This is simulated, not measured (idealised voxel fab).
This is a process module. Its name is voxel capacitor over wiring.
Cross-section cut spans 255 nm and uses square cells 5 nm in size.
Notation: cross-section as square-cell grid; stated in bands, top first, going down; one or more cell rows per band.
Band: top height; bottom height; in nm. Then, left to right: material with width in nm, for each material. "full width": a single material spanning edge to edge. "empty": empty space.
For the purposes of this specification, 0 denotes the height below which the wafer in its as-received condition is composed wholly of one material, and the lowermost band, lacking a lower limit, extends downward without end, as expressed in "0 and below".
Top row gets the first number, bottom row gets the second, and each row in between changes by the same step: that is how a band width like "30->40" works.
Where a step carries "no alteration", the cross-section came out of it unchanged, cell for cell.
Enclosed voids (no open way to top), threshold 8 cells or more, entry "Sealed internal cavities", notation width x height at distance, distance from left edge, nm.
Text after the settings on a step's line: the simulator's own remark on that step.
overlay nm: step with mask; distance mask lay right of planned place; negative value = left of planned place.
### So here's the lineup of process steps we planned
- 1: RECEIVE: material Si
- 2: CONFORMAL_DEP: material SiO2, thk nm 15
- 3: DIRECTIONAL_DEP: material TiN, thk nm 5
- 4: DIRECTIONAL_DEP: material Ru, thk nm 25
- 5: MASKED_ETCH: tone cover, mask id METAL_1, width nm 20, pitch nm 85, etch materials Ru, depth nm 25, overlay nm 0
- 6: MASKED_ETCH: tone cover, mask id METAL_1, width nm 20, pitch nm 85, etch materials TiN, depth nm 5, overlay nm 0
- 7: FILL_DEP: material SiO2, thk nm 10
- 8: CMP: height nm 45
- 9: CONFORMAL_DEP: material SiCN, thk nm 5
- 10: DIRECTIONAL_DEP: material SiO2, thk nm 20
- 11: DIRECTIONAL_DEP: material aC, thk nm 10
- 12: PATTERN: tone open, mask id PLUG_1, material resist, width nm 15, thk nm 30, overlay nm 0
- 13: DIRECTIONAL_ETCH: etch materials aC, depth nm 10
- 14: STRIP: etch materials resist
- 15: DIRECTIONAL_ETCH: etch materials SiO2, depth nm 20
- 16: DIRECTIONAL_ETCH: etch materials SiCN, depth nm 5
- 17: STRIP: etch materials aC
- 18: EPI: material Ru, thk nm 10
- 19: EPI: material Ru, thk nm 10
- 20: EPI: material Ru, thk nm 5
- 21: DIRECTIONAL_DEP: material TiN, thk nm 5
- 22: DIRECTIONAL_DEP: material HfO2, thk nm 5
- 23: DIRECTIONAL_DEP: material TiN, thk nm 5
- 24: MASKED_ETCH: tone cover, mask id UPPER_PLATE, width nm 70, etch materials TiN, depth nm 5, overlay nm 0
- 25: MASKED_ETCH: tone cover, mask id UPPER_PLATE, width nm 70, etch materials HfO2, depth nm 5, overlay nm 0
- 26: MASKED_ETCH: tone cover, mask id LOWER_PLATE, width nm 80, etch materials TiN, depth nm 5, overlay nm 0
- 27: FILL_DEP: material SiO2, thk nm 15
- 28: CMP: height nm 95
- 29: PATTERN: tone open, mask id PLUG_2, material resist, width nm 15, thk nm 15, overlay nm 0
- 30: DIRECTIONAL_ETCH: etch materials SiO2, depth nm 10
- 31: STRIP: etch materials resist
- 32: CONFORMAL_DEP: material TiN, thk nm 5
- 33: FILL_DEP: material Ru, thk nm 10
- 34: CMP: height nm 95
- 35: CONFORMAL_DEP: material SiCN, thk nm 5
### Received-state cross-section, reflecting completion of step 1
> 0 and below  Si full width
> Sealed internal cavities: none
### The first of the two wafers as seen in cross-section once the module was finished; processing followed the plan
> 100 down to 95  SiCN full width
> 95 down to 90  SiO2 90 nm, then TiN 5 nm, then Ru 5 nm, then TiN 5 nm, then SiO2 150 nm
> 90 down to 80  SiO2 90->80 nm, then TiN 15->70 nm, then SiO2 150->105 nm
> 80 down to 75  SiO2 80 nm, then HfO2 70 nm, then SiO2 105 nm
> 75 down to 70  SiO2 75 nm, then TiN 80 nm, then SiO2 100 nm
> 70 down to 50  SiO2 80 nm, then Ru 15 nm, then SiO2 160 nm
> 50 down to 45  SiCN 80 nm, then Ru 15 nm, then SiCN 160 nm
> 45 down to 20  SiO2 75 nm, then Ru 20 nm, then SiO2 65 nm, then Ru 20 nm, then SiO2 75 nm
> 20 down to 15  SiO2 75 nm, then TiN 20 nm, then SiO2 65 nm, then TiN 20 nm, then SiO2 75 nm
> 15 down to 0  SiO2 full width
> 0 and below  Si full width
> Sealed internal cavities: none
### What the second wafer looks like in cross-section once the module is done. Its start and its plan matched the first wafer's exactly; what differed was one mistake in how it was run
> 100 down to 95  SiCN full width
> 95 down to 90  SiO2 90 nm, then TiN 5 nm, then Ru 5 nm, then TiN 5 nm, then SiO2 150 nm
> 90 down to 80  SiO2 90->95 nm, then TiN 15->55 nm, then SiO2 150->105 nm
> 80 down to 75  SiO2 95 nm, then HfO2 55 nm, then SiO2 105 nm
> 75 down to 70  SiO2 75 nm, then TiN 5 nm, then SiO2 15 nm, then TiN 60 nm, then SiO2 100 nm
> 70 down to 60  SiO2 full width
> 60 down to 55  SiO2 80 nm, then TiN 15 nm, then SiO2 160 nm
> 55 down to 50  SiO2 80 nm, then HfO2 15 nm, then SiO2 160 nm
> 50 down to 45  SiCN 80 nm, then TiN 15 nm, then SiCN 160 nm
> 45 down to 35  SiO2 full width
> 35 down to 10  SiO2 75 nm, then Ru 20 nm, then SiO2 65 nm, then Ru 20 nm, then SiO2 75 nm
> 10 down to 5  SiO2 75 nm, then TiN 20 nm, then SiO2 65 nm, then TiN 20 nm, then SiO2 75 nm
> 5 down to 0  SiO2 full width
> 0 and below  Si full width
> Sealed internal cavities: none
The mistake made against the process plan was this: step 2: run off-plan, actual operation and settings CONFORMAL_DEP: material SiO2, thk nm 5
FYI, end of process, the second wafer has more or fewer cells of some materials than the first: 15 fewer of Ru | 15 more of SiO2
